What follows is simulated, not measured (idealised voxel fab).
process module | voxel self aligned vias
cross-section cut | 210 nm wide | cells 5 nm
A cross-section is a grid of square cells, given in bands from the top down. A band is one or more rows of cells.
Each band's line starts with the height of the band's top and of its bottom, in nm. Then come its materials from left to right, each with its width in nm. One material with "throughout" fills the band from edge to edge. "air" is empty space.
Height 0 is the level under which the wafer as received is all one material. The lowest band goes on downwards, as in "0 down".
A width such as "30 to 40" changes by the same amount from each row of cells to the next, from the band's top row to its bottom row.
"no change" after a step means that no cell of the cross-section changed.
closed voids: empty space of 8 cells or more with no open way to the top, each as width x height at its distance from the left edge, in nm
after a step's settings: what the simulator itself notes on the step
overlay nm, on a step with a mask: how far to the right of its planned place the mask lay; to the left if negative
plan
1 op RECEIVE | material Si
2 op CONFORMAL_DEP | material SiO2 | thk nm 10
3 op CONFORMAL_DEP | material SiCN | thk nm 5
4 op DIRECTIONAL_DEP | material lowk | thk nm 30
5 op PATTERN | tone open | mask id LINES | material resist | width nm 20 | pitch nm 55 | thk nm 15 | overlay nm 0
6 op DIRECTIONAL_ETCH | etch materials lowk | depth nm 30
7 op STRIP | etch materials resist
8 op CONFORMAL_DEP | material TiN | thk nm 5
9 op FILL_DEP | material W | thk nm 10
10 op CMP | height nm 45
11 op SELECTIVE_ETCH | etch materials W Ru TiN | depth nm 10
12 op FILL_DEP | material SiN | thk nm 5
13 op CMP | height nm 45
14 op DIRECTIONAL_DEP | material lowk | thk nm 20
15 op MASKED_ETCH | tone open | mask id VIAS | width nm 40 | etch materials lowk | depth nm 20 | overlay nm 0
16 op MASKED_ETCH | tone open | mask id VIAS | width nm 40 | etch materials SiN | depth nm 10 | overlay nm 0
17 op CONFORMAL_DEP | material TiN | thk nm 5
18 op FILL_DEP | material W | thk nm 10
19 op CMP | height nm 65
20 op CONFORMAL_DEP | material SiCN | thk nm 5
first wafer, as planned
as received, after step 1
  0 down: Si throughout
  closed voids: none
after step 2
  10 to 0: SiO2 throughout
  below 0: unchanged
after step 3
  15 to 10: SiCN throughout
  below 10: unchanged
after step 4
  45 to 15: lowk throughout
  below 15: unchanged
after step 5
  60 to 45: resist 65 | air 20 | resist 35 | air 20 | resist 70
  below 45: unchanged
after step 6
  60 to 45: resist 65 | air 20 | resist 35 | air 20 | resist 70
  45 to 15: lowk 65 | air 20 | lowk 35 | air 20 | lowk 70
  below 15: unchanged
after step 7
  45 to 15: lowk 65 | air 20 | lowk 35 | air 20 | lowk 70
  below 15: unchanged
after step 8
  50 to 45: TiN 70 | air 10 | TiN 45 | air 10 | TiN 75
  45 to 20: lowk 65 | TiN 5 | air 10 | TiN 5 | lowk 35 | TiN 5 | air 10 | TiN 5 | lowk 70
  20 to 15: lowk 65 | TiN 20 | lowk 35 | TiN 20 | lowk 70
  below 15: unchanged
after step 9
  60 to 50: W throughout
  50 to 45: TiN 70 | W 10 | TiN 45 | W 10 | TiN 75
  45 to 20: lowk 65 | TiN 5 | W 10 | TiN 5 | lowk 35 | TiN 5 | W 10 | TiN 5 | lowk 70
  below 20: unchanged
after step 10
  45 to 20: lowk 65 | TiN 5 | W 10 | TiN 5 | lowk 35 | TiN 5 | W 10 | TiN 5 | lowk 70
  below 20: unchanged
after step 11
  45 to 35: lowk 65 | air 20 | lowk 35 | air 20 | lowk 70
  below 35: unchanged
after step 12
  50 to 45: SiN throughout
  45 to 35: lowk 65 | SiN 20 | lowk 35 | SiN 20 | lowk 70
  below 35: unchanged
after step 13
  45 to 35: lowk 65 | SiN 20 | lowk 35 | SiN 20 | lowk 70
  below 35: unchanged
after step 14
  65 to 45: lowk throughout
  below 45: unchanged
after step 15
  65 to 45: lowk 55 | air 40 | lowk 115
  below 45: unchanged
after step 16
  65 to 45: lowk 55 | air 40 | lowk 115
  45 to 35: lowk 65 | air 20 | lowk 35 | SiN 20 | lowk 70
  below 35: unchanged
after step 17
  70 to 65: TiN 60 | air 30 | TiN 120
  65 to 50: lowk 55 | TiN 5 | air 30 | TiN 5 | lowk 115
  50 to 45: lowk 55 | TiN 15 | air 10 | TiN 15 | lowk 115
  45 to 40: lowk 65 | TiN 5 | air 10 | TiN 5 | lowk 35 | SiN 20 | lowk 70
  40 to 35: lowk 65 | TiN 20 | lowk 35 | SiN 20 | lowk 70
  below 35: unchanged
after step 18
  80 to 70: W throughout
  70 to 65: TiN 60 | W 30 | TiN 120
  65 to 50: lowk 55 | TiN 5 | W 30 | TiN 5 | lowk 115
  50 to 45: lowk 55 | TiN 15 | W 10 | TiN 15 | lowk 115
  45 to 40: lowk 65 | TiN 5 | W 10 | TiN 5 | lowk 35 | SiN 20 | lowk 70
  below 40: unchanged
after step 19
  65 to 50: lowk 55 | TiN 5 | W 30 | TiN 5 | lowk 115
  below 50: unchanged
after step 20
  70 to 65: SiCN throughout
  below 65: unchanged
second wafer: like start, like plan, one mistake. Through step 18 it matches the first wafer
when step 19 should have ended
  55 to 45: lowk 55 | TiN 5 to 15 | W 30 to 10 | TiN 5 to 15 | lowk 115
  below 45: unchanged
when step 20 should have ended
  60 to 55: SiCN throughout
  below 55: unchanged
what went wrong: step 19 ran as: op CMP | height nm 55
at the end the second wafer has, in cells: 4 fewer of TiN | 12 fewer of W | 68 fewer of lowk
